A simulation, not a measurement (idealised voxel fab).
The following is a process module called voxel spacer lines.
FYI the section here is cut, 220 nm wide, cells are 5 nm squares.
Cross-section spec: square-cell grid; bands listed top down; each band is one or more rows.
Band: top and bottom heights (nm) first, top before bottom; then materials from left to right, widths in nm. "full width" marks a sole material filling the band edge to edge. "air" denotes empty space.
Heights are reckoned from 0. Under this level, the received wafer is all of one material. The bottommost band is open-ended downward, for example "top 0, no bottom".
Quick explanation for "30 to 40": the width changes in equal steps down the rows of cells, from the first number in the band's top row to the second number in its bottom row.
A step reported as "nothing altered" is a step in which no cell of the cross-section changed.
Under "Fully sealed cavities" you'll find the enclosed gaps, the ones with no way out to the top, that are 8 cells or bigger; each reads width x height at distance, with distance counted from the left edge, everything in nm.
Formally, on a step line, whatever follows the settings is a remark that the simulator itself makes on the step.
"overlay nm", when on a step's line for a step with a mask, measures how far to the right of its planned place the mask lay; a negative measure means to the left.
How should the pairs below be read? Each gives the cross-section before one process step and the cross-section after it, the latter drawn only to the lowest band that changed; the step that lies between them, with its settings, appears under the pair. Does a pair pick up where the pair above left off? Only where its entry headed "Pre-process state" says so, since pairs can come from different runs of this module on the same starting wafer.
-- Pre-process state
	top 0, no bottom = Si full width
	Fully sealed cavities: none
-- Post-Step Appearance
	top 5, bottom 0 = Al2O3 full width
	No changes below 0.
	Fully sealed cavities: none
Q: step between the cross-sections above? A: CONFORMAL_DEP (material Al2O3; thk nm 5)
Pre-process state: It is represented by the cross-section appearing after the step of the pair directly above.
-- Post-Step Appearance
	top 20, bottom 5 = polySi full width
	No changes below 5.
	Fully sealed cavities: none
Q: step between the cross-sections above? A: DIRECTIONAL_DEP (material polySi; thk nm 15)
Pre-process state: It is represented by the cross-section appearing after the step of the pair directly above.
-- Post-Step Appearance
	top 50, bottom 20 = aC full width
	No changes below 20.
	Fully sealed cavities: none
Q: step between the cross-sections above? A: DIRECTIONAL_DEP (material aC; thk nm 30)
Pre-process state: It is represented by the cross-section appearing after the step of the pair directly above.
-- Post-Step Appearance
	top 90, bottom 50 = air 15 nm / resist 25 nm / air 55 nm / resist 25 nm / air 55 nm / resist 25 nm / air 20 nm
	No changes below 50.
	Fully sealed cavities: none
Q: step between the cross-sections above? A: PATTERN (tone cover; mask id MANDREL; material resist; width nm 25; pitch nm 80; thk nm 40; overlay nm 0)
Pre-process state: It is represented by the cross-section appearing after the step of the pair directly above.
-- Post-Step Appearance
	top 60, bottom 50 = air 15 nm / resist 25 nm / air 55 nm / resist 25 nm / air 55 nm / resist 25 nm / air 20 nm
	top 50, bottom 20 = air 15 nm / aC 25 nm / air 55 nm / aC 25 nm / air 55 nm / aC 25 nm / air 20 nm
	No changes below 20.
	Fully sealed cavities: none
Q: step between the cross-sections above? A: DIRECTIONAL_ETCH (etch materials aC; depth nm 30)
Pre-process state: It is represented by the cross-section appearing after the step of the pair directly above.
-- Post-Step Appearance
	top 50, bottom 20 = air 15 nm / aC 25 nm / air 55 nm / aC 25 nm / air 55 nm / aC 25 nm / air 20 nm
	No changes below 20.
	Fully sealed cavities: none
Q: step between the cross-sections above? A: STRIP (etch materials resist)
Pre-process state: It is represented by the cross-section appearing after the step of the pair directly above.
-- Post-Step Appearance
	top 65, bottom 50 = SiN 55 nm / air 25 nm / SiN 55 nm / air 25 nm / SiN 55 nm / air 5 nm
	top 50, bottom 35 = SiN 15 nm / aC 25 nm / SiN 15 nm / air 25 nm / SiN 15 nm / aC 25 nm / SiN 15 nm / air 25 nm / SiN 15 nm / aC 25 nm / SiN 15 nm / air 5 nm
	top 35, bottom 20 = SiN 15 nm / aC 25 nm / SiN 55 nm / aC 25 nm / SiN 55 nm / aC 25 nm / SiN 20 nm
	No changes below 20.
	Fully sealed cavities: none
Q: step between the cross-sections above? A: CONFORMAL_DEP (material SiN; thk nm 15)
Pre-process state: It is represented by the cross-section appearing after the step of the pair directly above.
-- Post-Step Appearance
	top 50, bottom 20 = SiN 15 nm / aC 25 nm / SiN 15 nm / air 25 nm / SiN 15 nm / aC 25 nm / SiN 15 nm / air 25 nm / SiN 15 nm / aC 25 nm / SiN 15 nm / air 5 nm
	No changes below 20.
	Fully sealed cavities: none
Q: step between the cross-sections above? A: DIRECTIONAL_ETCH (etch materials SiN; depth nm 15)
Pre-process state: It is represented by the cross-section appearing after the step of the pair directly above.
-- Post-Step Appearance
	top 50, bottom 20 = SiN 15 nm / air 25 nm / SiN 15 nm / air 25 nm / SiN 15 nm / air 25 nm / SiN 15 nm / air 25 nm / SiN 15 nm / air 25 nm / SiN 15 nm / air 5 nm
	No changes below 20.
	Fully sealed cavities: none
Q: step between the cross-sections above? A: STRIP (etch materials aC)
Pre-process state: It is represented by the cross-section appearing after the step of the pair directly above.
-- Post-Step Appearance
	top 50, bottom 20 = SiN 15 nm / air 25 nm / SiN 15 nm / air 25 nm / SiN 15 nm / air 25 nm / SiN 15 nm / air 25 nm / SiN 15 nm / air 25 nm / SiN 15 nm / air 5 nm
	top 20, bottom 5 = polySi 15 nm / air 25 nm / polySi 15 nm / air 25 nm / polySi 15 nm / air 25 nm / polySi 15 nm / air 25 nm / polySi 15 nm / air 25 nm / polySi 15 nm / air 5 nm
	No changes below 5.
	Fully sealed cavities: none
Q: step between the cross-sections above? A: DIRECTIONAL_ETCH (etch materials polySi; depth nm 15)
Pre-process state: It is represented by the cross-section appearing after the step of the pair directly above.
-- Post-Step Appearance
	top 20, bottom 5 = polySi 15 nm / air 25 nm / polySi 15 nm / air 25 nm / polySi 15 nm / air 25 nm / polySi 15 nm / air 25 nm / polySi 15 nm / air 25 nm / polySi 15 nm / air 5 nm
	No changes below 5.
	Fully sealed cavities: none
Q: step between the cross-sections above? A: STRIP (etch materials SiN)
-- Pre-process state
	top 0, no bottom = Si full width
	Fully sealed cavities: none
-- Post-Step Appearance
	top 15, bottom 0 = polySi full width
	No changes below 0.
	Fully sealed cavities: none
Q: step between the cross-sections above? A: DIRECTIONAL_DEP (material polySi; thk nm 15)
Pre-process state: It is represented by the cross-section appearing after the step of the pair directly above.
-- Post-Step Appearance
	top 45, bottom 15 = aC full width
	No changes below 15.
	Fully sealed cavities: none
Q: step between the cross-sections above? A: DIRECTIONAL_DEP (material aC; thk nm 30)
Pre-process state: It is represented by the cross-section appearing after the step of the pair directly above.
-- Post-Step Appearance
	top 85, bottom 45 = air 15 nm / resist 25 nm / air 55 nm / resist 25 nm / air 55 nm / resist 25 nm / air 20 nm
	No changes below 45.
	Fully sealed cavities: none
Q: step between the cross-sections above? A: PATTERN (tone cover; mask id MANDREL; material resist; width nm 25; pitch nm 80; thk nm 40; overlay nm 0)
Pre-process state: It is represented by the cross-section appearing after the step of the pair directly above.
-- Post-Step Appearance
	top 55, bottom 45 = air 15 nm / resist 25 nm / air 55 nm / resist 25 nm / air 55 nm / resist 25 nm / air 20 nm
	top 45, bottom 15 = air 15 nm / aC 25 nm / air 55 nm / aC 25 nm / air 55 nm / aC 25 nm / air 20 nm
	No changes below 15.
	Fully sealed cavities: none
Q: step between the cross-sections above? A: DIRECTIONAL_ETCH (etch materials aC; depth nm 30)
Pre-process state: It is represented by the cross-section appearing after the step of the pair directly above.
-- Post-Step Appearance
	top 45, bottom 15 = air 15 nm / aC 25 nm / air 55 nm / aC 25 nm / air 55 nm / aC 25 nm / air 20 nm
	No changes below 15.
	Fully sealed cavities: none
Q: step between the cross-sections above? A: STRIP (etch materials resist)
Pre-process state: It is represented by the cross-section appearing after the step of the pair directly above.
-- Post-Step Appearance
	top 60, bottom 45 = SiN 55 nm / air 25 nm / SiN 55 nm / air 25 nm / SiN 55 nm / air 5 nm
	top 45, bottom 30 = SiN 15 nm / aC 25 nm / SiN 15 nm / air 25 nm / SiN 15 nm / aC 25 nm / SiN 15 nm / air 25 nm / SiN 15 nm / aC 25 nm / SiN 15 nm / air 5 nm
	top 30, bottom 15 = SiN 15 nm / aC 25 nm / SiN 55 nm / aC 25 nm / SiN 55 nm / aC 25 nm / SiN 20 nm
	No changes below 15.
	Fully sealed cavities: none
Q: step between the cross-sections above? A: CONFORMAL_DEP (material SiN; thk nm 15)
Pre-process state: It is represented by the cross-section appearing after the step of the pair directly above.
-- Post-Step Appearance
	top 45, bottom 15 = SiN 15 nm / aC 25 nm / SiN 15 nm / air 25 nm / SiN 15 nm / aC 25 nm / SiN 15 nm / air 25 nm / SiN 15 nm / aC 25 nm / SiN 15 nm / air 5 nm
	No changes below 15.
	Fully sealed cavities: none
Q: step between the cross-sections above? A: DIRECTIONAL_ETCH (etch materials SiN; depth nm 15)
Pre-process state: It is represented by the cross-section appearing after the step of the pair directly above.
-- Post-Step Appearance
	top 45, bottom 15 = SiN 15 nm / air 25 nm / SiN 15 nm / air 25 nm / SiN 15 nm / air 25 nm / SiN 15 nm / air 25 nm / SiN 15 nm / air 25 nm / SiN 15 nm / air 5 nm
	No changes below 15.
	Fully sealed cavities: none
Q: step between the cross-sections above? A: STRIP (etch materials aC)
Pre-process state: It is represented by the cross-section appearing after the step of the pair directly above.
-- Post-Step Appearance
	top 45, bottom 15 = SiN 15 nm / air 25 nm / SiN 15 nm / air 25 nm / SiN 15 nm / air 25 nm / SiN 15 nm / air 25 nm / SiN 15 nm / air 25 nm / SiN 15 nm / air 5 nm
	top 15, bottom 0 = polySi 15 nm / air 25 nm / polySi 15 nm / air 25 nm / polySi 15 nm / air 25 nm / polySi 15 nm / air 25 nm / polySi 15 nm / air 25 nm / polySi 15 nm / air 5 nm
	No changes below 0.
	Fully sealed cavities: none
Q: step between the cross-sections above? A: DIRECTIONAL_ETCH (etch materials polySi; depth nm 15)
Pre-process state: It is represented by the cross-section appearing after the step of the pair directly above.
-- Post-Step Appearance
	top 15, bottom 0 = polySi 15 nm / air 25 nm / polySi 15 nm / air 25 nm / polySi 15 nm / air 25 nm / polySi 15 nm / air 25 nm / polySi 15 nm / air 25 nm / polySi 15 nm / air 5 nm
	No changes below 0.
	Fully sealed cavities: none
Q: step between the cross-sections above? A: STRIP (etch materials SiN)
-- Pre-process state
	top 20, bottom 5 = polySi full width
	top 5, bottom 0 = Al2O3 full width
	top 0, no bottom = Si full width
	Fully sealed cavities: none
-- Post-Step Appearance
	top 35, bottom 5 = polySi full width
	No changes below 5.
	Fully sealed cavities: none
Q: step between the cross-sections above? A: DIRECTIONAL_DEP (material polySi; thk nm 15)
Pre-process state: It is represented by the cross-section appearing after the step of the pair directly above.
-- Post-Step Appearance
	top 65, bottom 35 = aC full width
	No changes below 35.
	Fully sealed cavities: none
Q: step between the cross-sections above? A: DIRECTIONAL_DEP (material aC; thk nm 30)
Pre-process state: It is represented by the cross-section appearing after the step of the pair directly above.
-- Post-Step Appearance
	top 105, bottom 65 = air 15 nm / resist 25 nm / air 55 nm / resist 25 nm / air 55 nm / resist 25 nm / air 20 nm
	No changes below 65.
	Fully sealed cavities: none
Q: step between the cross-sections above? A: PATTERN (tone cover; mask id MANDREL; material resist; width nm 25; pitch nm 80; thk nm 40; overlay nm 0)
Pre-process state: It is represented by the cross-section appearing after the step of the pair directly above.
-- Post-Step Appearance
	top 75, bottom 65 = air 15 nm / resist 25 nm / air 55 nm / resist 25 nm / air 55 nm / resist 25 nm / air 20 nm
	top 65, bottom 35 = air 15 nm / aC 25 nm / air 55 nm / aC 25 nm / air 55 nm / aC 25 nm / air 20 nm
	No changes below 35.
	Fully sealed cavities: none
Q: step between the cross-sections above? A: DIRECTIONAL_ETCH (etch materials aC; depth nm 30)
Pre-process state: It is represented by the cross-section appearing after the step of the pair directly above.
-- Post-Step Appearance
	top 65, bottom 35 = air 15 nm / aC 25 nm / air 55 nm / aC 25 nm / air 55 nm / aC 25 nm / air 20 nm
	No changes below 35.
	Fully sealed cavities: none
Q: step between the cross-sections above? A: STRIP (etch materials resist)
Pre-process state: It is represented by the cross-section appearing after the step of the pair directly above.
-- Post-Step Appearance
	top 80, bottom 65 = SiN 55 nm / air 25 nm / SiN 55 nm / air 25 nm / SiN 55 nm / air 5 nm
	top 65, bottom 50 = SiN 15 nm / aC 25 nm / SiN 15 nm / air 25 nm / SiN 15 nm / aC 25 nm / SiN 15 nm / air 25 nm / SiN 15 nm / aC 25 nm / SiN 15 nm / air 5 nm
	top 50, bottom 35 = SiN 15 nm / aC 25 nm / SiN 55 nm / aC 25 nm / SiN 55 nm / aC 25 nm / SiN 20 nm
	No changes below 35.
	Fully sealed cavities: none
Q: step between the cross-sections above? A: CONFORMAL_DEP (material SiN; thk nm 15)
Pre-process state: It is represented by the cross-section appearing after the step of the pair directly above.
-- Post-Step Appearance
	top 65, bottom 35 = SiN 15 nm / aC 25 nm / SiN 15 nm / air 25 nm / SiN 15 nm / aC 25 nm / SiN 15 nm / air 25 nm / SiN 15 nm / aC 25 nm / SiN 15 nm / air 5 nm
	No changes below 35.
	Fully sealed cavities: none
Q: step between the cross-sections above? A: DIRECTIONAL_ETCH (etch materials SiN; depth nm 15)
Pre-process state: It is represented by the cross-section appearing after the step of the pair directly above.
-- Post-Step Appearance
	top 65, bottom 35 = SiN 15 nm / air 25 nm / SiN 15 nm / air 25 nm / SiN 15 nm / air 25 nm / SiN 15 nm / air 25 nm / SiN 15 nm / air 25 nm / SiN 15 nm / air 5 nm
	No changes below 35.
	Fully sealed cavities: none
Q: step between the cross-sections above? A: STRIP (etch materials aC)
Pre-process state: It is represented by the cross-section appearing after the step of the pair directly above.
-- Post-Step Appearance
	top 65, bottom 35 = SiN 15 nm / air 25 nm / SiN 15 nm / air 25 nm / SiN 15 nm / air 25 nm / SiN 15 nm / air 25 nm / SiN 15 nm / air 25 nm / SiN 15 nm / air 5 nm
	top 35, bottom 20 = polySi 15 nm / air 25 nm / polySi 15 nm / air 25 nm / polySi 15 nm / air 25 nm / polySi 15 nm / air 25 nm / polySi 15 nm / air 25 nm / polySi 15 nm / air 5 nm
	No changes below 20.
	Fully sealed cavities: none
Q: step between the cross-sections above? A: DIRECTIONAL_ETCH (etch materials polySi; depth nm 15)
Pre-process state: It is represented by the cross-section appearing after the step of the pair directly above.
-- Post-Step Appearance
	top 35, bottom 20 = polySi 15 nm / air 25 nm / polySi 15 nm / air 25 nm / polySi 15 nm / air 25 nm / polySi 15 nm / air 25 nm / polySi 15 nm / air 25 nm / polySi 15 nm / air 5 nm
	No changes below 20.
	Fully sealed cavities: none
Q: step between the cross-sections above? A: STRIP (etch materials SiN)
-- Pre-process state
	top 50, bottom 20 = SiN 15 nm / aC 25 nm / SiN 15 nm / air 25 nm / SiN 15 nm / aC 25 nm / SiN 15 nm / air 25 nm / SiN 15 nm / aC 25 nm / SiN 15 nm / air 5 nm
	top 20, bottom 5 = polySi full width
	top 5, bottom 0 = Al2O3 full width
	top 0, no bottom = Si full width
	Fully sealed cavities: none
-- Post-Step Appearance
	top 50, bottom 20 = SiN 15 nm / aC 25 nm / SiN 15 nm / air 25 nm / SiN 15 nm / aC 25 nm / SiN 15 nm / air 25 nm / SiN 15 nm / aC 25 nm / SiN 15 nm / air 5 nm
	top 20, bottom 5 = polySi 55 nm / air 25 nm / polySi 55 nm / air 25 nm / polySi 55 nm / air 5 nm
	No changes below 5.
	Fully sealed cavities: none
Q: step between the cross-sections above? A: DIRECTIONAL_ETCH (etch materials polySi; depth nm 15)
Pre-process state: It is represented by the cross-section appearing after the step of the pair directly above.
-- Post-Step Appearance
	top 50, bottom 20 = SiN 15 nm / air 25 nm / SiN 15 nm / air 25 nm / SiN 15 nm / air 25 nm / SiN 15 nm / air 25 nm / SiN 15 nm / air 25 nm / SiN 15 nm / air 5 nm
	No changes below 20.
	Fully sealed cavities: none
Q: step between the cross-sections above? A: STRIP (etch materials aC)
Pre-process state: It is represented by the cross-section appearing after the step of the pair directly above.
-- Post-Step Appearance
	top 20, bottom 5 = polySi 55 nm / air 25 nm / polySi 55 nm / air 25 nm / polySi 55 nm / air 5 nm
	No changes below 5.
	Fully sealed cavities: none
Q: step between the cross-sections above? A: STRIP (etch materials SiN)
-- Pre-process state
	top 50, bottom 20 = air 15 nm / aC 25 nm / air 55 nm / aC 25 nm / air 55 nm / aC 25 nm / air 20 nm
	top 20, bottom 5 = polySi full width
	top 5, bottom 0 = Al2O3 full width
	top 0, no bottom = Si full width
	Fully sealed cavities: none
-- Post-Step Appearance
	top 60, bottom 50 = air 5 nm / SiN 45 nm / air 35 nm / SiN 45 nm / air 35 nm / SiN 45 nm / air 10 nm
	top 50, bottom 30 = air 5 nm / SiN 10 nm / aC 25 nm / SiN 10 nm / air 35 nm / SiN 10 nm / aC 25 nm / SiN 10 nm / air 35 nm / SiN 10 nm / aC 25 nm / SiN 10 nm / air 10 nm
	top 30, bottom 20 = SiN 15 nm / aC 25 nm / SiN 55 nm / aC 25 nm / SiN 55 nm / aC 25 nm / SiN 20 nm
	No changes below 20.
	Fully sealed cavities: none
Q: step between the cross-sections above? A: CONFORMAL_DEP (material SiN; thk nm 10)
Pre-process state: It is represented by the cross-section appearing after the step of the pair directly above.
-- Post-Step Appearance
	top 50, bottom 45 = air 15 nm / aC 25 nm / air 55 nm / aC 25 nm / air 55 nm / aC 25 nm / air 20 nm
	top 45, bottom 20 = air 5 nm / SiN 10 nm / aC 25 nm / SiN 10 nm / air 35 nm / SiN 10 nm / aC 25 nm / SiN 10 nm / air 35 nm / SiN 10 nm / aC 25 nm / SiN 10 nm / air 10 nm
	No changes below 20.
	Fully sealed cavities: none
Q: step between the cross-sections above? A: DIRECTIONAL_ETCH (etch materials SiN; depth nm 15)
Pre-process state: It is represented by the cross-section appearing after the step of the pair directly above.
-- Post-Step Appearance
	top 45, bottom 20 = air 5 nm / SiN 10 nm / air 25 nm / SiN 10 nm / air 35 nm / SiN 10 nm / air 25 nm / SiN 10 nm / air 35 nm / SiN 10 nm / air 25 nm / SiN 10 nm / air 10 nm
	No changes below 20.
	Fully sealed cavities: none
Q: step between the cross-sections above? A: STRIP (etch materials aC)
Pre-process state: It is represented by the cross-section appearing after the step of the pair directly above.
-- Post-Step Appearance
	top 45, bottom 20 = air 5 nm / SiN 10 nm / air 25 nm / SiN 10 nm / air 35 nm / SiN 10 nm / air 25 nm / SiN 10 nm / air 35 nm / SiN 10 nm / air 25 nm / SiN 10 nm / air 10 nm
	top 20, bottom 5 = air 5 nm / polySi 10 nm / air 25 nm / polySi 10 nm / air 35 nm / polySi 10 nm / air 25 nm / polySi 10 nm / air 35 nm / polySi 10 nm / air 25 nm / polySi 10 nm / air 10 nm
	No changes below 5.
	Fully sealed cavities: none
Q: step between the cross-sections above? A: DIRECTIONAL_ETCH (etch materials polySi; depth nm 15)
Pre-process state: It is represented by the cross-section appearing after the step of the pair directly above.
-- Post-Step Appearance
	top 20, bottom 5 = air 5 nm / polySi 10 nm / air 25 nm / polySi 10 nm / air 35 nm / polySi 10 nm / air 25 nm / polySi 10 nm / air 35 nm / polySi 10 nm / air 25 nm / polySi 10 nm / air 10 nm
	No changes below 5.
	Fully sealed cavities: none
Q: step between the cross-sections above? A: STRIP (etch materials SiN)
-- Pre-process state
	top 50, bottom 20 = aC full width
	top 20, bottom 5 = polySi full width
	top 5, bottom 0 = Al2O3 full width
	top 0, no bottom = Si full width
	Fully sealed cavities: none
-- Post-Step Appearance
	top 90, bottom 50 = air 20 nm / resist 15 nm / air 65 nm / resist 15 nm / air 65 nm / resist 15 nm / air 25 nm
	No changes below 50.
	Fully sealed cavities: none
Q: step between the cross-sections above? A: PATTERN (tone cover; mask id MANDREL; material resist; width nm 15; pitch nm 80; thk nm 40; overlay nm 0)
Pre-process state: It is represented by the cross-section appearing after the step of the pair directly above.
-- Post-Step Appearance
	top 60, bottom 50 = air 20 nm / resist 15 nm / air 65 nm / resist 15 nm / air 65 nm / resist 15 nm / air 25 nm
	top 50, bottom 20 = air 20 nm / aC 15 nm / air 65 nm / aC 15 nm / air 65 nm / aC 15 nm / air 25 nm
	No changes below 20.
	Fully sealed cavities: none
Q: step between the cross-sections above? A: DIRECTIONAL_ETCH (etch materials aC; depth nm 30)
Pre-process state: It is represented by the cross-section appearing after the step of the pair directly above.
-- Post-Step Appearance
	top 50, bottom 20 = air 20 nm / aC 15 nm / air 65 nm / aC 15 nm / air 65 nm / aC 15 nm / air 25 nm
	No changes below 20.
	Fully sealed cavities: none
Q: step between the cross-sections above? A: STRIP (etch materials resist)
Pre-process state: It is represented by the cross-section appearing after the step of the pair directly above.
-- Post-Step Appearance
	top 65, bottom 50 = air 5 nm / SiN 45 nm / air 35 nm / SiN 45 nm / air 35 nm / SiN 45 nm / air 10 nm
	top 50, bottom 35 = air 5 nm / SiN 15 nm / aC 15 nm / SiN 15 nm / air 35 nm / SiN 15 nm / aC 15 nm / SiN 15 nm / air 35 nm / SiN 15 nm / aC 15 nm / SiN 15 nm / air 10 nm
	top 35, bottom 20 = SiN 20 nm / aC 15 nm / SiN 65 nm / aC 15 nm / SiN 65 nm / aC 15 nm / SiN 25 nm
	No changes below 20.
	Fully sealed cavities: none
Q: step between the cross-sections above? A: CONFORMAL_DEP (material SiN; thk nm 15)
Pre-process state: It is represented by the cross-section appearing after the step of the pair directly above.
-- Post-Step Appearance
	top 50, bottom 20 = air 5 nm / SiN 15 nm / aC 15 nm / SiN 15 nm / air 35 nm / SiN 15 nm / aC 15 nm / SiN 15 nm / air 35 nm / SiN 15 nm / aC 15 nm / SiN 15 nm / air 10 nm
	No changes below 20.
	Fully sealed cavities: none
Q: step between the cross-sections above? A: DIRECTIONAL_ETCH (etch materials SiN; depth nm 15)
Pre-process state: It is represented by the cross-section appearing after the step of the pair directly above.
-- Post-Step Appearance
	top 50, bottom 20 = air 5 nm / SiN 15 nm / air 15 nm / SiN 15 nm / air 35 nm / SiN 15 nm / air 15 nm / SiN 15 nm / air 35 nm / SiN 15 nm / air 15 nm / SiN 15 nm / air 10 nm
	No changes below 20.
	Fully sealed cavities: none
Q: step between the cross-sections above? A: STRIP (etch materials aC)
Pre-process state: It is represented by the cross-section appearing after the step of the pair directly above.
-- Post-Step Appearance
	top 50, bottom 20 = air 5 nm / SiN 15 nm / air 15 nm / SiN 15 nm / air 35 nm / SiN 15 nm / air 15 nm / SiN 15 nm / air 35 nm / SiN 15 nm / air 15 nm / SiN 15 nm / air 10 nm
	top 20, bottom 5 = air 5 nm / polySi 15 nm / air 15 nm / polySi 15 nm / air 35 nm / polySi 15 nm / air 15 nm / polySi 15 nm / air 35 nm / polySi 15 nm / air 15 nm / polySi 15 nm / air 10 nm
	No changes below 5.
	Fully sealed cavities: none
Q: step between the cross-sections above? A: DIRECTIONAL_ETCH (etch materials polySi; depth nm 15)
Pre-process state: It is represented by the cross-section appearing after the step of the pair directly above.
-- Post-Step Appearance
	top 20, bottom 5 = air 5 nm / polySi 15 nm / air 15 nm / polySi 15 nm / air 35 nm / polySi 15 nm / air 15 nm / polySi 15 nm / air 35 nm / polySi 15 nm / air 15 nm / polySi 15 nm / air 10 nm
	No changes below 5.
	Fully sealed cavities: none
Q: step between the cross-sections above? A: STRIP (etch materials SiN)
-- Pre-process state
	top 50, bottom 20 = aC full width
	top 20, bottom 5 = polySi full width
	top 5, bottom 0 = Al2O3 full width
	top 0, no bottom = Si full width
	Fully sealed cavities: none
-- Post-Step Appearance
	top 90, bottom 50 = air 20 nm / resist 25 nm / air 55 nm / resist 25 nm / air 55 nm / resist 25 nm / air 15 nm
	No changes below 50.
	Fully sealed cavities: none
Q: step between the cross-sections above? A: PATTERN (tone cover; mask id MANDREL; material resist; width nm 25; pitch nm 80; thk nm 40; overlay nm 5)
Pre-process state: It is represented by the cross-section appearing after the step of the pair directly above.
-- Post-Step Appearance
	top 60, bottom 50 = air 20 nm / resist 25 nm / air 55 nm / resist 25 nm / air 55 nm / resist 25 nm / air 15 nm
	top 50, bottom 20 = air 20 nm / aC 25 nm / air 55 nm / aC 25 nm / air 55 nm / aC 25 nm / air 15 nm
	No changes below 20.
	Fully sealed cavities: none
Q: step between the cross-sections above? A: DIRECTIONAL_ETCH (etch materials aC; depth nm 30)
Pre-process state: It is represented by the cross-section appearing after the step of the pair directly above.
-- Post-Step Appearance
	top 50, bottom 20 = air 20 nm / aC 25 nm / air 55 nm / aC 25 nm / air 55 nm / aC 25 nm / air 15 nm
	No changes below 20.
	Fully sealed cavities: none
Q: step between the cross-sections above? A: STRIP (etch materials resist)
Pre-process state: It is represented by the cross-section appearing after the step of the pair directly above.
-- Post-Step Appearance
	top 65, bottom 50 = air 5 nm / SiN 55 nm / air 25 nm / SiN 55 nm / air 25 nm / SiN 55 nm
	top 50, bottom 35 = air 5 nm / SiN 15 nm / aC 25 nm / SiN 15 nm / air 25 nm / SiN 15 nm / aC 25 nm / SiN 15 nm / air 25 nm / SiN 15 nm / aC 25 nm / SiN 15 nm
	top 35, bottom 20 = SiN 20 nm / aC 25 nm / SiN 55 nm / aC 25 nm / SiN 55 nm / aC 25 nm / SiN 15 nm
	No changes below 20.
	Fully sealed cavities: none
Q: step between the cross-sections above? A: CONFORMAL_DEP (material SiN; thk nm 15)
Pre-process state: It is represented by the cross-section appearing after the step of the pair directly above.
-- Post-Step Appearance
	top 50, bottom 20 = air 5 nm / SiN 15 nm / aC 25 nm / SiN 15 nm / air 25 nm / SiN 15 nm / aC 25 nm / SiN 15 nm / air 25 nm / SiN 15 nm / aC 25 nm / SiN 15 nm
	No changes below 20.
	Fully sealed cavities: none
Q: step between the cross-sections above? A: DIRECTIONAL_ETCH (etch materials SiN; depth nm 15)
Pre-process state: It is represented by the cross-section appearing after the step of the pair directly above.
-- Post-Step Appearance
	top 50, bottom 20 = air 5 nm / SiN 15 nm / air 25 nm / SiN 15 nm / air 25 nm / SiN 15 nm / air 25 nm / SiN 15 nm / air 25 nm / SiN 15 nm / air 25 nm / SiN 15 nm
	No changes below 20.
	Fully sealed cavities: none
Q: step between the cross-sections above? A: STRIP (etch materials aC)
Pre-process state: It is represented by the cross-section appearing after the step of the pair directly above.
-- Post-Step Appearance
	top 50, bottom 20 = air 5 nm / SiN 15 nm / air 25 nm / SiN 15 nm / air 25 nm / SiN 15 nm / air 25 nm / SiN 15 nm / air 25 nm / SiN 15 nm / air 25 nm / SiN 15 nm
	top 20, bottom 5 = air 5 nm / polySi 15 nm / air 25 nm / polySi 15 nm / air 25 nm / polySi 15 nm / air 25 nm / polySi 15 nm / air 25 nm / polySi 15 nm / air 25 nm / polySi 15 nm
	No changes below 5.
	Fully sealed cavities: none
Q: step between the cross-sections above? A: DIRECTIONAL_ETCH (etch materials polySi; depth nm 15)
Pre-process state: It is represented by the cross-section appearing after the step of the pair directly above.
-- Post-Step Appearance
	top 20, bottom 5 = air 5 nm / polySi 15 nm / air 25 nm / polySi 15 nm / air 25 nm / polySi 15 nm / air 25 nm / polySi 15 nm / air 25 nm / polySi 15 nm / air 25 nm / polySi 15 nm
	No changes below 5.
	Fully sealed cavities: none
Q: step between the cross-sections above? A: STRIP (etch materials SiN)
-- Pre-process state
	top 50, bottom 20 = SiN 15 nm / aC 25 nm / SiN 15 nm / air 25 nm / SiN 15 nm / aC 25 nm / SiN 15 nm / air 25 nm / SiN 15 nm / aC 25 nm / SiN 15 nm / air 5 nm
	top 20, bottom 5 = polySi full width
	top 5, bottom 0 = Al2O3 full width
	top 0, no bottom = Si full width
	Fully sealed cavities: none
-- Post-Step Appearance
	top 50, bottom 20 = air 15 nm / aC 25 nm / air 55 nm / aC 25 nm / air 55 nm / aC 25 nm / air 20 nm
	No changes below 20.
	Fully sealed cavities: none
Q: step between the cross-sections above? A: STRIP (etch materials SiN)
Pre-process state: It is represented by the cross-section appearing after the step of the pair directly above.
-- Post-Step Appearance
	top 50, bottom 20 = air 15 nm / aC 25 nm / air 55 nm / aC 25 nm / air 55 nm / aC 25 nm / air 20 nm
	top 20, bottom 5 = air 15 nm / polySi 25 nm / air 55 nm / polySi 25 nm / air 55 nm / polySi 25 nm / air 20 nm
	No changes below 5.
	Fully sealed cavities: none
Q: step between the cross-sections above? A: DIRECTIONAL_ETCH (etch materials polySi; depth nm 15)
-- Pre-process state
	top 50, bottom 20 = aC full width
	top 20, bottom 5 = polySi full width
	top 5, bottom 0 = Al2O3 full width
	top 0, no bottom = Si full width
	Fully sealed cavities: none
-- Post-Step Appearance
	top 90, bottom 50 = resist 15 nm / air 25 nm / resist 55 nm / air 25 nm / resist 55 nm / air 25 nm / resist 20 nm
	No changes below 50.
	Fully sealed cavities: none
Q: step between the cross-sections above? A: PATTERN (tone open; mask id MANDREL; material resist; width nm 25; pitch nm 80; thk nm 40; overlay nm 0)
Pre-process state: It is represented by the cross-section appearing after the step of the pair directly above.
-- Post-Step Appearance
	top 60, bottom 50 = resist 15 nm / air 25 nm / resist 55 nm / air 25 nm / resist 55 nm / air 25 nm / resist 20 nm
	top 50, bottom 20 = aC 15 nm / air 25 nm / aC 55 nm / air 25 nm / aC 55 nm / air 25 nm / aC 20 nm
	No changes below 20.
	Fully sealed cavities: none
Q: step between the cross-sections above? A: DIRECTIONAL_ETCH (etch materials aC; depth nm 30)
Pre-process state: It is represented by the cross-section appearing after the step of the pair directly above.
-- Post-Step Appearance
	top 50, bottom 20 = aC 15 nm / air 25 nm / aC 55 nm / air 25 nm / aC 55 nm / air 25 nm / aC 20 nm
	No changes below 20.
	Fully sealed cavities: none
Q: step between the cross-sections above? A: STRIP (etch materials resist)
Pre-process state: It is represented by the cross-section appearing after the step of the pair directly above.
-- Post-Step Appearance
	top 65, bottom 50 = SiN full width
	top 50, bottom 20 = aC 15 nm / SiN 25 nm / aC 55 nm / SiN 25 nm / aC 55 nm / SiN 25 nm / aC 20 nm
	No changes below 20.
	Fully sealed cavities: none
Q: step between the cross-sections above? A: CONFORMAL_DEP (material SiN; thk nm 15)
Pre-process state: It is represented by the cross-section appearing after the step of the pair directly above.
-- Post-Step Appearance
	top 50, bottom 20 = aC 15 nm / SiN 25 nm / aC 55 nm / SiN 25 nm / aC 55 nm / SiN 25 nm / aC 20 nm
	No changes below 20.
	Fully sealed cavities: none
Q: step between the cross-sections above? A: DIRECTIONAL_ETCH (etch materials SiN; depth nm 15)
Pre-process state: It is represented by the cross-section appearing after the step of the pair directly above.
-- Post-Step Appearance
	top 50, bottom 20 = air 15 nm / SiN 25 nm / air 55 nm / SiN 25 nm / air 55 nm / SiN 25 nm / air 20 nm
	No changes below 20.
	Fully sealed cavities: none
Q: step between the cross-sections above? A: STRIP (etch materials aC)
